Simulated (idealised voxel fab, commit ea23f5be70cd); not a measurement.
This is a process module. Its name is voxel self aligned vias.
In the cross-section labelled cut, the width is 220 nm and each square cell is 5 nm.
For the purposes of this document, a cross-section shall be understood as a grid of square cells, specified as bands listed in top-to-bottom order, each band consisting of one or more rows of cells.
It is stipulated that each band's entry specify, in nanometres, the height of the top of the band and then that of its bottom, followed by the materials of the band in left-to-right sequence, each together with its width in nanometres. A single material marked by the word "edge to edge" is understood to fill the band from edge to edge; the word "blank" is understood to denote empty space.
Heights are measured from 0, the level below which the as-received wafer is all one material; the lowest band has no bottom and continues downward, written as in "z 0 and below".
With a width like "30 to 40", each row of cells in the band differs from the next by the same amount, the top row carrying the first number and the bottom row the second.
"no change" (step): cross-section cells unchanged, all of them.
Closed-off voids of 8+ cells (no open route to the top) go in "Closed internal voids", written width x height at distance from the left edge, in nm.
Note: text after step settings on the step line = simulator remark on that step.
The setting "overlay nm" may be written on the line of a step. When the step uses a mask, the value reports how far to the right of the planned place the mask lay, and a negative value reports that it lay to the left.
PLAN
1,op RECEIVE | material Si
2,op CONFORMAL_DEP | material SiO2 | thk nm 15
3,op CONFORMAL_DEP | material SiCN | thk nm 5
4,op DIRECTIONAL_DEP | material lowk | thk nm 30
5,op MASKED_ETCH | tone open | mask id LINES | width nm 25 | pitch nm 50 | etch materials lowk | depth nm 30 | overlay nm 0
6,op CONFORMAL_DEP | material TiN | thk nm 5
7,op FILL_DEP | material W | thk nm 5
8,op CMP | height nm 50
9,op SELECTIVE_ETCH | etch materials W Ru TiN | depth nm 5
10,op FILL_DEP | material SiN | thk nm 10
11,op CMP | height nm 50
12,op DIRECTIONAL_DEP | material lowk | thk nm 20
13,op PATTERN | tone open | mask id VIAS | material resist | width nm 35 | pitch nm 50 | thk nm 15 | overlay nm 0
14,op DIRECTIONAL_ETCH | etch materials lowk | depth nm 20
15,op DIRECTIONAL_ETCH | etch materials SiN | depth nm 5
16,op STRIP | etch materials resist
17,op CONFORMAL_DEP | material TiN | thk nm 5
18,op FILL_DEP | material Cu | thk nm 5
19,op CMP | height nm 70
20,op CONFORMAL_DEP | material SiN | thk nm 5
AS-RECEIVED STATE OF THE WAFER IN CROSS-SECTION, EQUIVALENT TO POST-STEP 1
> z 0 and below: Si edge to edge
> Closed internal voids: none
WAFER CROSS-SECTION AT MODULE END: FIRST OF TWO, RUN TO PLAN
> z 75 to 70: SiN edge to edge
> z 70 to 55: lowk=40 / TiN=5 / Cu=25 / TiN=5 / lowk=15 / TiN=5 / Cu=25 / TiN=5 / lowk=15 / TiN=5 / Cu=25 / TiN=5 / lowk=45
> z 55 to 50: lowk=40 / TiN=10 / Cu=15 / TiN=10 / lowk=15 / TiN=10 / Cu=15 / TiN=10 / lowk=15 / TiN=10 / Cu=15 / TiN=10 / lowk=45
> z 50 to 45: lowk=45 / TiN=25 / lowk=25 / TiN=25 / lowk=25 / TiN=25 / lowk=50
> z 45 to 25: lowk=45 / TiN=5 / W=15 / TiN=5 / lowk=25 / TiN=5 / W=15 / TiN=5 / lowk=25 / TiN=5 / W=15 / TiN=5 / lowk=50
> z 25 to 20: lowk=45 / TiN=25 / lowk=25 / TiN=25 / lowk=25 / TiN=25 / lowk=50
> z 20 to 15: SiCN edge to edge
> z 15 to 0: SiO2 edge to edge
> z 0 and below: Si edge to edge
> Closed internal voids: none
SECOND WAFER THROUGH THE MODULE, SECTIONED AT THE END: SAME BEGINNING AND SAME PLAN AS THE FIRST WAFER, WITH ONE MISTAKE IN CARRYING IT OUT
> z 75 to 70: SiN edge to edge
> z 70 to 55: lowk=40 / TiN=5 / Cu=25 / TiN=5 / lowk=15 / TiN=5 / Cu=25 / TiN=5 / lowk=15 / TiN=5 / Cu=25 / TiN=5 / lowk=45
> z 55 to 50: lowk=40 / TiN=35 / lowk=15 / TiN=35 / lowk=15 / TiN=35 / lowk=45
> z 50 to 45: SiN=40 / TiN=5 / lowk=25 / TiN=5 / SiN=15 / TiN=5 / lowk=25 / TiN=5 / SiN=15 / TiN=5 / lowk=25 / TiN=5 / SiN=45
> z 45 to 25: W=40 / TiN=5 / lowk=25 / TiN=5 / W=15 / TiN=5 / lowk=25 / TiN=5 / W=15 / TiN=5 / lowk=25 / TiN=5 / W=45
> z 25 to 20: TiN=45 / lowk=25 / TiN=25 / lowk=25 / TiN=25 / lowk=25 / TiN=50
> z 20 to 15: SiCN edge to edge
> z 15 to 0: SiO2 edge to edge
> z 0 and below: Si edge to edge
> Closed internal voids: none
Plan not followed: step 5, actual vs plan mismatch, actual run op MASKED_ETCH | tone cover | mask id LINES | width nm 25 | pitch nm 50 | etch materials lowk | depth nm 30 | overlay nm 0
Wafer comparison, final, in cells, second relative to first, materials more or fewer: -9 Cu; +23 SiN; +14 TiN; +56 W; -84 lowk
